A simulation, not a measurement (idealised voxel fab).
The following is a process module called voxel capacitor over wiring.
Displayed cross-section: cut, width of 180 nm, square cells sized 5 nm.
Throughout this document, each cross-section is represented as a grid of square cells and is presented as a sequence of bands enumerated from the top downward, where a band comprises one or more rows of cells.
Band entry format. Leading values: height of top, height of bottom, nm. Remainder: materials in left-to-right order, each with its width in nm. Special words: "everywhere" on a single material, which then fills the band edge to edge; "air", empty space.
Convention: height 0 is the level below which the wafer, as received, is all one material. The lowest band does not terminate at the bottom but continues downward, represented as "z 0 and below".
Graded width ("30->40"): value in top row of band = first number; value in bottom row = second number; row-to-row change constant.
Where the words "no change" appear for a step, the cross-section shows no cell changed by that step; every cell remained as before.
Unvented cavities: empty space of 8 cells or more with no open way to the top, each as width x height at its distance from the left edge, in nm
On each step's line, the part that comes after the settings is the simulator's own comment on the step.
The setting "overlay nm" may be written on the line of a step. When the step uses a mask, the value reports how far to the right of the planned place the mask lay, and a negative value reports that it lay to the left.
**Planned step list for the process**
1. RECEIVE, material Si
2. CONFORMAL_DEP, material SiO2, thk nm 10
3. DIRECTIONAL_DEP, material TiN, thk nm 5
4. DIRECTIONAL_DEP, material W, thk nm 15
5. PATTERN, tone cover, mask id METAL_1, material resist, width nm 25, pitch nm 75, thk nm 15, overlay nm 0
6. DIRECTIONAL_ETCH, etch materials W, depth nm 15
7. DIRECTIONAL_ETCH, etch materials TiN, depth nm 5
8. STRIP, etch materials resist
9. FILL_DEP, material lowk, thk nm 5
10. CMP, height nm 30
11. CONFORMAL_DEP, material SiCN, thk nm 5
12. DIRECTIONAL_DEP, material lowk, thk nm 20
13. PATTERN, tone open, mask id PLUG_1, material resist, width nm 15, thk nm 15, overlay nm 0
14. DIRECTIONAL_ETCH, etch materials lowk, depth nm 20
15. DIRECTIONAL_ETCH, etch materials SiCN, depth nm 5
16. STRIP, etch materials resist
17. EPI, material Ru, thk nm 10
18. EPI, material Ru, thk nm 10
19. EPI, material Ru, thk nm 5
20. DIRECTIONAL_DEP, material TiN, thk nm 10
21. DIRECTIONAL_DEP, material Al2O3, thk nm 5
22. DIRECTIONAL_DEP, material TiN, thk nm 5
23. DIRECTIONAL_DEP, material aC, thk nm 15
24. PATTERN, tone cover, mask id UPPER_PLATE, material resist, width nm 55, thk nm 35, overlay nm 0
25. DIRECTIONAL_ETCH, etch materials aC, depth nm 15
26. STRIP, etch materials resist
27. DIRECTIONAL_ETCH, etch materials TiN, depth nm 5
28. DIRECTIONAL_ETCH, etch materials Al2O3, depth nm 5
29. STRIP, etch materials aC
30. PATTERN, tone cover, mask id LOWER_PLATE, material resist, width nm 65, thk nm 20, overlay nm 0
31. DIRECTIONAL_ETCH, etch materials TiN, depth nm 10
32. STRIP, etch materials resist
33. FILL_DEP, material SiO2, thk nm 20
34. CMP, height nm 90
35. PATTERN, tone open, mask id PLUG_2, material resist, width nm 15, thk nm 20, overlay nm 0
36. DIRECTIONAL_ETCH, etch materials SiO2, depth nm 15
37. STRIP, etch materials resist
38. CONFORMAL_DEP, material TiN, thk nm 5
39. FILL_DEP, material W, thk nm 10
40. CMP, height nm 90
41. CONFORMAL_DEP, material SiN, thk nm 5
**Cross-section of the wafer upon arrival, representing the state reached after step 1**
	z 0 and below | Si everywhere
	Unvented cavities: none
**Cross-section, end of module. Start: as above. Plan: as above. Execution: one mistake**
	z 95 to 90 | SiN everywhere
	z 90 to 80 | SiO2 (60) / TiN (5) / W (5) / TiN (5) / SiO2 (105)
	z 80 to 70 | SiO2 (60->65) / TiN (15->40) / SiO2 (105->75)
	z 70 to 65 | SiO2 (65) / Al2O3 (40) / SiO2 (75)
	z 65 to 55 | SiO2 (45) / TiN (5) / SiO2 (15) / TiN (45) / SiO2 (70)
	z 55 to 50 | lowk (50) / TiN (15) / lowk (115)
	z 50 to 45 | lowk (50) / Al2O3 (15) / lowk (115)
	z 45 to 35 | lowk (50) / TiN (15) / lowk (115)
	z 35 to 30 | SiO2 everywhere
	z 30 to 15 | lowk (40) / W (25) / lowk (50) / W (25) / lowk (40)
	z 15 to 10 | lowk (40) / TiN (25) / lowk (50) / TiN (25) / lowk (40)
	z 10 to 0 | SiO2 everywhere
	z 0 and below | Si everywhere
	Unvented cavities: none
Deviation noted in wafer processing: step 11 did not happen as planned, as run it was CONFORMAL_DEP, material SiO2, thk nm 5
